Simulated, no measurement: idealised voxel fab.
This section sets out a process module, namely voxel capacitor over wiring.
Pictured: cross-section cut, 215 nm wide, on a grid of 5 nm square cells.
Each cross-section below is a grid of square cells, stated as bands in top-down order, with one or more rows of cells making up each band.
Band: top height; bottom height; in nm. Then, left to right: material with width in nm, for each material. "all across": a single material spanning edge to edge. "air": empty space.
All heights in this document are referenced to 0, defined as the level beneath which the wafer, as received, consists entirely of one material. The lowest band is not bounded below; it extends indefinitely downward and is written in the form "0 down".
You'd read "30->40" like this: the band's top row of cells is as wide as the first number, its bottom row is as wide as the second, and going down, every row changes width by the same amount as the row before did.
Where a step carries "no alteration", the cross-section came out of it unchanged, cell for cell.
Closed empty spaces (no open way to the top) of 8 cells or more are what "Encapsulated voids" lists, each as width x height at distance from the left edge, nm for all three.
Note: text after step settings on the step line = simulator remark on that step.
"overlay nm" answers the question of how far to the right of plan the mask lay on a step that has a mask, and when it is negative the answer is to the left.
Here's what the planned process steps look like:
| 1 | RECEIVE with material Si |
| 2 | CONFORMAL_DEP with material SiO2, thk nm 10 |
| 3 | DIRECTIONAL_DEP with material TiN, thk nm 5 |
| 4 | DIRECTIONAL_DEP with material Ru, thk nm 20 |
| 5 | DIRECTIONAL_DEP with material aC, thk nm 15 |
| 6 | PATTERN with tone cover, mask id METAL_1, material resist, width nm 30, pitch nm 95, thk nm 30, overlay nm 0 |
| 7 | DIRECTIONAL_ETCH with etch materials aC, depth nm 15 |
| 8 | STRIP with etch materials resist |
| 9 | DIRECTIONAL_ETCH with etch materials Ru, depth nm 20 |
| 10 | DIRECTIONAL_ETCH with etch materials TiN, depth nm 5 |
| 11 | STRIP with etch materials aC |
| 12 | CONFORMAL_DEP with material SiN, thk nm 5 |
| 13 | FILL_DEP with material lowk, thk nm 10 |
| 14 | CMP with height nm 35 |
| 15 | CONFORMAL_DEP with material SiCN, thk nm 5 |
| 16 | DIRECTIONAL_DEP with material SiO2, thk nm 20 |
| 17 | MASKED_ETCH with tone open, mask id PLUG_1, width nm 15, etch materials SiO2, depth nm 20, overlay nm 0 |
| 18 | MASKED_ETCH with tone open, mask id PLUG_1, width nm 15, etch materials SiCN, depth nm 5, overlay nm 0 |
| 19 | CONFORMAL_DEP with material TiN, thk nm 5 |
| 20 | FILL_DEP with material Ru, thk nm 5 |
| 21 | CMP with height nm 60 |
| 22 | DIRECTIONAL_DEP with material TiN, thk nm 5 |
| 23 | DIRECTIONAL_DEP with material HfO2, thk nm 5 |
| 24 | DIRECTIONAL_DEP with material TiN, thk nm 5 |
| 25 | PATTERN with tone cover, mask id UPPER_PLATE, material resist, width nm 70, thk nm 15, overlay nm 0 |
| 26 | DIRECTIONAL_ETCH with etch materials TiN, depth nm 5 |
| 27 | DIRECTIONAL_ETCH with etch materials HfO2, depth nm 5 |
| 28 | STRIP with etch materials resist |
| 29 | PATTERN with tone cover, mask id LOWER_PLATE, material resist, width nm 80, thk nm 20, overlay nm 0 |
| 30 | DIRECTIONAL_ETCH with etch materials TiN, depth nm 5 |
| 31 | STRIP with etch materials resist |
| 32 | FILL_DEP with material SiO2, thk nm 20 |
| 33 | CMP with height nm 90 |
| 34 | PATTERN with tone open, mask id PLUG_2, material resist, width nm 15, thk nm 20, overlay nm 0 |
| 35 | DIRECTIONAL_ETCH with etch materials SiO2, depth nm 15 |
| 36 | STRIP with etch materials resist |
| 37 | CONFORMAL_DEP with material TiN, thk nm 5 |
| 38 | FILL_DEP with material Cu, thk nm 10 |
| 39 | CMP with height nm 90 |
| 40 | CONFORMAL_DEP with material SiCN, thk nm 5 |
The first wafer of two, processed as planned:
As-received wafer cross-section (after step 1):
  0 down = Si all across
  Encapsulated voids: none
Wafer after step 2 (cross-section):
  10 to 0 = SiO2 all across
  Below a height of 0, the structure has not been altered.
Wafer after step 3 (cross-section):
  15 to 10 = TiN all across
  Below a height of 10, the structure has not been altered.
Wafer after step 4 (cross-section):
  35 to 15 = Ru all across
  Below a height of 15, the structure has not been altered.
Wafer after step 5 (cross-section):
  50 to 35 = aC all across
  Below a height of 35, the structure has not been altered.
Wafer after step 6 (cross-section):
  80 to 50 = air 45 / resist 30 / air 65 / resist 30 / air 45
  Below a height of 50, the structure has not been altered.
Wafer after step 7 (cross-section):
  65 to 50 = air 45 / resist 30 / air 65 / resist 30 / air 45
  50 to 35 = air 45 / aC 30 / air 65 / aC 30 / air 45
  Below a height of 35, the structure has not been altered.
Wafer after step 8 (cross-section):
  50 to 35 = air 45 / aC 30 / air 65 / aC 30 / air 45
  Below a height of 35, the structure has not been altered.
Wafer after step 9 (cross-section):
  50 to 35 = air 45 / aC 30 / air 65 / aC 30 / air 45
  35 to 15 = air 45 / Ru 30 / air 65 / Ru 30 / air 45
  Below a height of 15, the structure has not been altered.
Wafer after step 10 (cross-section):
  50 to 35 = air 45 / aC 30 / air 65 / aC 30 / air 45
  35 to 15 = air 45 / Ru 30 / air 65 / Ru 30 / air 45
  15 to 10 = air 45 / TiN 30 / air 65 / TiN 30 / air 45
  Below a height of 10, the structure has not been altered.
Wafer after step 11 (cross-section):
  35 to 15 = air 45 / Ru 30 / air 65 / Ru 30 / air 45
  Below a height of 15, the structure has not been altered.
Wafer after step 12 (cross-section):
  40 to 35 = air 40 / SiN 40 / air 55 / SiN 40 / air 40
  35 to 15 = air 40 / SiN 5 / Ru 30 / SiN 5 / air 55 / SiN 5 / Ru 30 / SiN 5 / air 40
  15 to 10 = SiN 45 / TiN 30 / SiN 65 / TiN 30 / SiN 45
  Below a height of 10, the structure has not been altered.
Wafer after step 13 (cross-section):
  50 to 40 = lowk all across
  40 to 35 = lowk 40 / SiN 40 / lowk 55 / SiN 40 / lowk 40
  35 to 15 = lowk 40 / SiN 5 / Ru 30 / SiN 5 / lowk 55 / SiN 5 / Ru 30 / SiN 5 / lowk 40
  Below a height of 15, the structure has not been altered.
Wafer after step 14 (cross-section):
  35 to 15 = lowk 40 / SiN 5 / Ru 30 / SiN 5 / lowk 55 / SiN 5 / Ru 30 / SiN 5 / lowk 40
  Below a height of 15, the structure has not been altered.
Wafer after step 15 (cross-section):
  40 to 35 = SiCN all across
  Below a height of 35, the structure has not been altered.
Wafer after step 16 (cross-section):
  60 to 40 = SiO2 all across
  Below a height of 40, the structure has not been altered.
Wafer after step 17 (cross-section):
  60 to 40 = SiO2 60 / air 15 / SiO2 140
  Below a height of 40, the structure has not been altered.
Wafer after step 18 (cross-section):
  60 to 40 = SiO2 60 / air 15 / SiO2 140
  40 to 35 = SiCN 60 / air 15 / SiCN 140
  Below a height of 35, the structure has not been altered.
Wafer after step 19 (cross-section):
  65 to 60 = TiN 65 / air 5 / TiN 145
  60 to 40 = SiO2 60 / TiN 5 / air 5 / TiN 5 / SiO2 140
  40 to 35 = SiCN 60 / TiN 15 / SiCN 140
  Below a height of 35, the structure has not been altered.
Wafer after step 20 (cross-section):
  70 to 65 = Ru all across
  65 to 60 = TiN 65 / Ru 5 / TiN 145
  60 to 40 = SiO2 60 / TiN 5 / Ru 5 / TiN 5 / SiO2 140
  Below a height of 40, the structure has not been altered.
Wafer after step 21 (cross-section):
  60 to 40 = SiO2 60 / TiN 5 / Ru 5 / TiN 5 / SiO2 140
  Below a height of 40, the structure has not been altered.
Wafer after step 22 (cross-section):
  65 to 60 = TiN all across
  Below a height of 60, the structure has not been altered.
Wafer after step 23 (cross-section):
  70 to 65 = HfO2 all across
  Below a height of 65, the structure has not been altered.
Wafer after step 24 (cross-section):
  75 to 70 = TiN all across
  Below a height of 70, the structure has not been altered.
Wafer after step 25 (cross-section):
  90 to 75 = air 60 / resist 70 / air 85
  Below a height of 75, the structure has not been altered.
Wafer after step 26 (cross-section):
  90 to 75 = air 60 / resist 70 / air 85
  75 to 70 = air 60 / TiN 70 / air 85
  Below a height of 70, the structure has not been altered.
Wafer after step 27 (cross-section):
  90 to 75 = air 60 / resist 70 / air 85
  75 to 70 = air 60 / TiN 70 / air 85
  70 to 65 = air 60 / HfO2 70 / air 85
  Below a height of 65, the structure has not been altered.
Wafer after step 28 (cross-section):
  75 to 70 = air 60 / TiN 70 / air 85
  Below a height of 70, the structure has not been altered.
Wafer after step 29 (cross-section):
  95 to 75 = air 55 / resist 80 / air 80
  75 to 70 = air 55 / resist 5 / TiN 70 / resist 5 / air 80
  70 to 65 = air 55 / resist 5 / HfO2 70 / resist 5 / air 80
  Below a height of 65, the structure has not been altered.
Wafer after step 30 (cross-section):
  95 to 75 = air 55 / resist 80 / air 80
  75 to 70 = air 55 / resist 5 / TiN 70 / resist 5 / air 80
  70 to 65 = air 55 / resist 5 / HfO2 70 / resist 5 / air 80
  65 to 60 = air 55 / TiN 80 / air 80
  Below a height of 60, the structure has not been altered.
Wafer after step 31 (cross-section):
  75 to 70 = air 60 / TiN 70 / air 85
  70 to 65 = air 60 / HfO2 70 / air 85
  Below a height of 65, the structure has not been altered.
Wafer after step 32 (cross-section):
  95 to 75 = SiO2 all across
  75 to 70 = SiO2 60 / TiN 70 / SiO2 85
  70 to 65 = SiO2 60 / HfO2 70 / SiO2 85
  65 to 60 = SiO2 55 / TiN 80 / SiO2 80
  Below a height of 60, the structure has not been altered.
Wafer after step 33 (cross-section):
  90 to 75 = SiO2 all across
  Below a height of 75, the structure has not been altered.
Wafer after step 34 (cross-section):
  110 to 90 = resist 70 / air 15 / resist 130
  Below a height of 90, the structure has not been altered.
Wafer after step 35 (cross-section):
  110 to 90 = resist 70 / air 15 / resist 130
  90 to 75 = SiO2 70 / air 15 / SiO2 130
  Below a height of 75, the structure has not been altered.
Wafer after step 36 (cross-section):
  90 to 75 = SiO2 70 / air 15 / SiO2 130
  Below a height of 75, the structure has not been altered.
Wafer after step 37 (cross-section):
  95 to 90 = TiN 75 / air 5 / TiN 135
  90 to 80 = SiO2 70 / TiN 5 / air 5 / TiN 5 / SiO2 130
  80 to 70 = SiO2 70->60 / TiN 15->70 / SiO2 130->85
  Below a height of 70, the structure has not been altered.
Wafer after step 38 (cross-section):
  105 to 95 = Cu all across
  95 to 90 = TiN 75 / Cu 5 / TiN 135
  90 to 80 = SiO2 70 / TiN 5 / Cu 5 / TiN 5 / SiO2 130
  Below a height of 80, the structure has not been altered.
Wafer after step 39 (cross-section):
  90 to 80 = SiO2 70 / TiN 5 / Cu 5 / TiN 5 / SiO2 130
  Below a height of 80, the structure has not been altered.
Wafer after step 40 (cross-section):
  95 to 90 = SiCN all across
  Below a height of 90, the structure has not been altered.
Second Wafer (Identical Start and Plan, One Processing Error; Matches First Wafer Through Step 5):
Cross-section of the second wafer at the time step 6 of the plan should have ended:
  80 to 50 = air 50 / resist 20 / air 75 / resist 20 / air 50
  Below a height of 50, the structure has not been altered.
Cross-section of the second wafer at the time step 7 of the plan should have ended:
  65 to 50 = air 50 / resist 20 / air 75 / resist 20 / air 50
  50 to 35 = air 50 / aC 20 / air 75 / aC 20 / air 50
  Below a height of 35, the structure has not been altered.
Cross-section of the second wafer at the time step 8 of the plan should have ended:
  50 to 35 = air 50 / aC 20 / air 75 / aC 20 / air 50
  Below a height of 35, the structure has not been altered.
Cross-section of the second wafer at the time step 9 of the plan should have ended:
  50 to 35 = air 50 / aC 20 / air 75 / aC 20 / air 50
  35 to 15 = air 50 / Ru 20 / air 75 / Ru 20 / air 50
  Below a height of 15, the structure has not been altered.
Cross-section of the second wafer at the time step 10 of the plan should have ended:
  50 to 35 = air 50 / aC 20 / air 75 / aC 20 / air 50
  35 to 15 = air 50 / Ru 20 / air 75 / Ru 20 / air 50
  15 to 10 = air 50 / TiN 20 / air 75 / TiN 20 / air 50
  Below a height of 10, the structure has not been altered.
Cross-section of the second wafer at the time step 11 of the plan should have ended:
  35 to 15 = air 50 / Ru 20 / air 75 / Ru 20 / air 50
  Below a height of 15, the structure has not been altered.
Cross-section of the second wafer at the time step 12 of the plan should have ended:
  40 to 35 = air 45 / SiN 30 / air 65 / SiN 30 / air 45
  35 to 15 = air 45 / SiN 5 / Ru 20 / SiN 5 / air 65 / SiN 5 / Ru 20 / SiN 5 / air 45
  15 to 10 = SiN 50 / TiN 20 / SiN 75 / TiN 20 / SiN 50
  Below a height of 10, the structure has not been altered.
Cross-section of the second wafer at the time step 13 of the plan should have ended:
  50 to 40 = lowk all across
  40 to 35 = lowk 45 / SiN 30 / lowk 65 / SiN 30 / lowk 45
  35 to 15 = lowk 45 / SiN 5 / Ru 20 / SiN 5 / lowk 65 / SiN 5 / Ru 20 / SiN 5 / lowk 45
  Below a height of 15, the structure has not been altered.
Cross-section of the second wafer at the time step 14 of the plan should have ended:
  35 to 15 = lowk 45 / SiN 5 / Ru 20 / SiN 5 / lowk 65 / SiN 5 / Ru 20 / SiN 5 / lowk 45
  Below a height of 15, the structure has not been altered.
Cross-section of the second wafer at the time step 15 of the plan should have ended:
  40 to 35 = SiCN all across
  Below a height of 35, the structure has not been altered.
Cross-section of the second wafer at the time step 16 of the plan should have ended:
  60 to 40 = SiO2 all across
  Below a height of 40, the structure has not been altered.
Cross-section of the second wafer at the time step 17 of the plan should have ended:
  60 to 40 = SiO2 60 / air 15 / SiO2 140
  Below a height of 40, the structure has not been altered.
Cross-section of the second wafer at the time step 18 of the plan should have ended:
  60 to 40 = SiO2 60 / air 15 / SiO2 140
  40 to 35 = SiCN 60 / air 15 / SiCN 140
  Below a height of 35, the structure has not been altered.
Cross-section of the second wafer at the time step 19 of the plan should have ended:
  65 to 60 = TiN 65 / air 5 / TiN 145
  60 to 40 = SiO2 60 / TiN 5 / air 5 / TiN 5 / SiO2 140
  40 to 35 = SiCN 60 / TiN 15 / SiCN 140
  Below a height of 35, the structure has not been altered.
Cross-section of the second wafer at the time step 20 of the plan should have ended:
  70 to 65 = Ru all across
  65 to 60 = TiN 65 / Ru 5 / TiN 145
  60 to 40 = SiO2 60 / TiN 5 / Ru 5 / TiN 5 / SiO2 140
  Below a height of 40, the structure has not been altered.
Cross-section of the second wafer at the time step 21 of the plan should have ended:
  60 to 40 = SiO2 60 / TiN 5 / Ru 5 / TiN 5 / SiO2 140
  Below a height of 40, the structure has not been altered.
Cross-section of the second wafer at the time step 22 of the plan should have ended:
  65 to 60 = TiN all across
  Below a height of 60, the structure has not been altered.
Cross-section of the second wafer at the time step 23 of the plan should have ended:
  70 to 65 = HfO2 all across
  Below a height of 65, the structure has not been altered.
Cross-section of the second wafer at the time step 24 of the plan should have ended:
  75 to 70 = TiN all across
  Below a height of 70, the structure has not been altered.
Cross-section of the second wafer at the time step 25 of the plan should have ended:
  90 to 75 = air 60 / resist 70 / air 85
  Below a height of 75, the structure has not been altered.
Cross-section of the second wafer at the time step 26 of the plan should have ended:
  90 to 75 = air 60 / resist 70 / air 85
  75 to 70 = air 60 / TiN 70 / air 85
  Below a height of 70, the structure has not been altered.
Cross-section of the second wafer at the time step 27 of the plan should have ended:
  90 to 75 = air 60 / resist 70 / air 85
  75 to 70 = air 60 / TiN 70 / air 85
  70 to 65 = air 60 / HfO2 70 / air 85
  Below a height of 65, the structure has not been altered.
Cross-section of the second wafer at the time step 28 of the plan should have ended:
  75 to 70 = air 60 / TiN 70 / air 85
  Below a height of 70, the structure has not been altered.
Cross-section of the second wafer at the time step 29 of the plan should have ended:
  95 to 75 = air 55 / resist 80 / air 80
  75 to 70 = air 55 / resist 5 / TiN 70 / resist 5 / air 80
  70 to 65 = air 55 / resist 5 / HfO2 70 / resist 5 / air 80
  Below a height of 65, the structure has not been altered.
Cross-section of the second wafer at the time step 30 of the plan should have ended:
  95 to 75 = air 55 / resist 80 / air 80
  75 to 70 = air 55 / resist 5 / TiN 70 / resist 5 / air 80
  70 to 65 = air 55 / resist 5 / HfO2 70 / resist 5 / air 80
  65 to 60 = air 55 / TiN 80 / air 80
  Below a height of 60, the structure has not been altered.
Cross-section of the second wafer at the time step 31 of the plan should have ended:
  75 to 70 = air 60 / TiN 70 / air 85
  70 to 65 = air 60 / HfO2 70 / air 85
  Below a height of 65, the structure has not been altered.
Cross-section of the second wafer at the time step 32 of the plan should have ended:
  95 to 75 = SiO2 all across
  75 to 70 = SiO2 60 / TiN 70 / SiO2 85
  70 to 65 = SiO2 60 / HfO2 70 / SiO2 85
  65 to 60 = SiO2 55 / TiN 80 / SiO2 80
  Below a height of 60, the structure has not been altered.
Cross-section of the second wafer at the time step 33 of the plan should have ended:
  90 to 75 = SiO2 all across
  Below a height of 75, the structure has not been altered.
Cross-section of the second wafer at the time step 34 of the plan should have ended:
  110 to 90 = resist 70 / air 15 / resist 130
  Below a height of 90, the structure has not been altered.
Cross-section of the second wafer at the time step 35 of the plan should have ended:
  110 to 90 = resist 70 / air 15 / resist 130
  90 to 75 = SiO2 70 / air 15 / SiO2 130
  Below a height of 75, the structure has not been altered.
Cross-section of the second wafer at the time step 36 of the plan should have ended:
  90 to 75 = SiO2 70 / air 15 / SiO2 130
  Below a height of 75, the structure has not been altered.
Cross-section of the second wafer at the time step 37 of the plan should have ended:
  95 to 90 = TiN 75 / air 5 / TiN 135
  90 to 80 = SiO2 70 / TiN 5 / air 5 / TiN 5 / SiO2 130
  80 to 70 = SiO2 70->60 / TiN 15->70 / SiO2 130->85
  Below a height of 70, the structure has not been altered.
Cross-section of the second wafer at the time step 38 of the plan should have ended:
  105 to 95 = Cu all across
  95 to 90 = TiN 75 / Cu 5 / TiN 135
  90 to 80 = SiO2 70 / TiN 5 / Cu 5 / TiN 5 / SiO2 130
  Below a height of 80, the structure has not been altered.
Cross-section of the second wafer at the time step 39 of the plan should have ended:
  90 to 80 = SiO2 70 / TiN 5 / Cu 5 / TiN 5 / SiO2 130
  Below a height of 80, the structure has not been altered.
Cross-section of the second wafer at the time step 40 of the plan should have ended:
  95 to 90 = SiCN all across
  Below a height of 90, the structure has not been altered.
Where did the run depart from the plan? for step 6, the planned setting was not used; the step was instead run as PATTERN with tone cover, mask id METAL_1, material resist, width nm 20, pitch nm 95, thk nm 30, overlay nm 0
Bottom line after processing is that, in cells, the second wafer is up or down on some materials versus the first: Ru -16 | SiN +4 | TiN -4 | lowk +16
